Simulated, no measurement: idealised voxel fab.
The document below concerns the process module designated voxel ribs on slabs.
Cross-section cut: width 205 nm, square cells of 5 nm.
In this document a cross-section is written as a grid of square cells. It is given as a series of bands, listed from the top down, and a band is one or more rows of cells. Band: top and bottom heights (nm) first, top before bottom; then materials from left to right, widths in nm. "edge to edge" marks a sole material filling the band edge to edge. "blank" denotes empty space. Basically, 0 is our baseline, since under it the wafer straight out of the box is all one material. The bottom band has no lower end and keeps on going down, so it looks like "from 0 down". A two-number width, for instance "30->40", indicates that the width is equal to the first number in the top row of the band and to the second number in the bottom row, and that it changes by a constant amount per row of cells. The cross-section has no changed cell in any step marked "no alteration". Entry "Encapsulated voids" = empty spaces >= 8 cells with no open way to the top; each as width x height at distance, distance from left edge, all nm. What comes after the settings on a step's line is commentary from the simulator itself on that step. overlay nm, on a step with a mask: how far to the right of its planned place the mask lay; to the left if negative.

[Set out below are the planned steps of the process]
- 1: RECEIVE,material Si
- 2: DIRECTIONAL_DEP,material SiO2,thk nm 30
- 3: DIRECTIONAL_DEP,material polySi,thk nm 25
- 4: MASKED_ETCH,tone cover,mask id RIB,width nm 30,etch materials polySi,depth nm 5,overlay nm 0
- 5: DIRECTIONAL_DEP,material aC,thk nm 15
- 6: PATTERN,tone cover,mask id SLAB,material resist,width nm 70,thk nm 35,overlay nm 0
- 7: DIRECTIONAL_ETCH,etch materials aC,depth nm 15
- 8: STRIP,etch materials resist
- 9: DIRECTIONAL_ETCH,etch materials polySi,depth nm 20
- 10: STRIP,etch materials aC
- 11: FILL_DEP,material SiO2,thk nm 25
- 12: CMP,height nm 70
- 13: DIRECTIONAL_DEP,material W,thk nm 10
- 14: MASKED_ETCH,tone cover,mask id HEATER,width nm 40,etch materials W,depth nm 10,overlay nm 0
- 15: CONFORMAL_DEP,material SiN,thk nm 5

[The first of the two wafers, which ran as planned]

[Incoming wafer in cross-section (state: after step 1)]
* from 0 down  Si edge to edge
* Encapsulated voids: none

[after step 2]
* from 30 to 0  SiO2 edge to edge
* Nothing below the height 0 has changed.

[after step 3]
* from 55 to 30  polySi edge to edge
* Nothing below the height 30 has changed.

[after step 4]
* from 55 to 50  blank 85; polySi 30; blank 90
* Nothing below the height 50 has changed.

[after step 5]
* from 70 to 65  blank 85; aC 30; blank 90
* from 65 to 55  aC edge to edge
* from 55 to 50  aC 85; polySi 30; aC 90
* Nothing below the height 50 has changed.

[after step 6]
* from 105 to 70  blank 65; resist 70; blank 70
* from 70 to 65  blank 65; resist 20; aC 30; resist 20; blank 70
* Nothing below the height 65 has changed.

[after step 7]
* from 90 to 70  blank 65; resist 70; blank 70
* from 70 to 65  blank 65; resist 20; aC 30; resist 20; blank 70
* from 65 to 55  blank 65; aC 70; blank 70
* from 55 to 50  blank 65; aC 20; polySi 30; aC 20; blank 70
* Nothing below the height 50 has changed.

[after step 8]
* from 70 to 65  blank 85; aC 30; blank 90
* Nothing below the height 65 has changed.

[after step 9]
* from 70 to 65  blank 85; aC 30; blank 90
* from 65 to 55  blank 65; aC 70; blank 70
* from 55 to 50  blank 65; aC 20; polySi 30; aC 20; blank 70
* from 50 to 30  blank 65; polySi 70; blank 70
* Nothing below the height 30 has changed.

[after step 10]
* from 55 to 50  blank 85; polySi 30; blank 90
* Nothing below the height 50 has changed.

[after step 11]
* from 80 to 55  SiO2 edge to edge
* from 55 to 50  SiO2 85; polySi 30; SiO2 90
* from 50 to 30  SiO2 65; polySi 70; SiO2 70
* Nothing below the height 30 has changed.

[after step 12]
* from 70 to 55  SiO2 edge to edge
* Nothing below the height 55 has changed.

[after step 13]
* from 80 to 70  W edge to edge
* Nothing below the height 70 has changed.

[after step 14]
* from 80 to 70  blank 80; W 40; blank 85
* Nothing below the height 70 has changed.

[after step 15]
* from 85 to 80  blank 75; SiN 50; blank 80
* from 80 to 75  blank 75; SiN 5; W 40; SiN 5; blank 80
* from 75 to 70  SiN 80; W 40; SiN 85
* Nothing below the height 70 has changed.

[It is to be noted that the second wafer proceeded from the same initial state and according to the same plan as the first, although one mistake was committed in its execution; through step 12, inclusive, the two wafers share an identical history]

[Cross-section, second wafer, at the end time the plan gives for step 13]
* from 85 to 70  W edge to edge
* Nothing below the height 70 has changed.

[Cross-section, second wafer, at the end time the plan gives for step 14]
* from 85 to 75  blank 80; W 40; blank 85
* Nothing below the height 75 has changed.

[Cross-section, second wafer, at the end time the plan gives for step 15]
* from 90 to 85  blank 75; SiN 50; blank 80
* from 85 to 80  blank 75; SiN 5; W 40; SiN 5; blank 80
* from 80 to 75  SiN 80; W 40; SiN 85
* Nothing below the height 75 has changed.
Misprocessing identified: note that step 13 departed from the planned setting and was carried out as DIRECTIONAL_DEP,material W,thk nm 15
Count the cells at the end and the second wafer has more or fewer of some materials than the first: +41 W
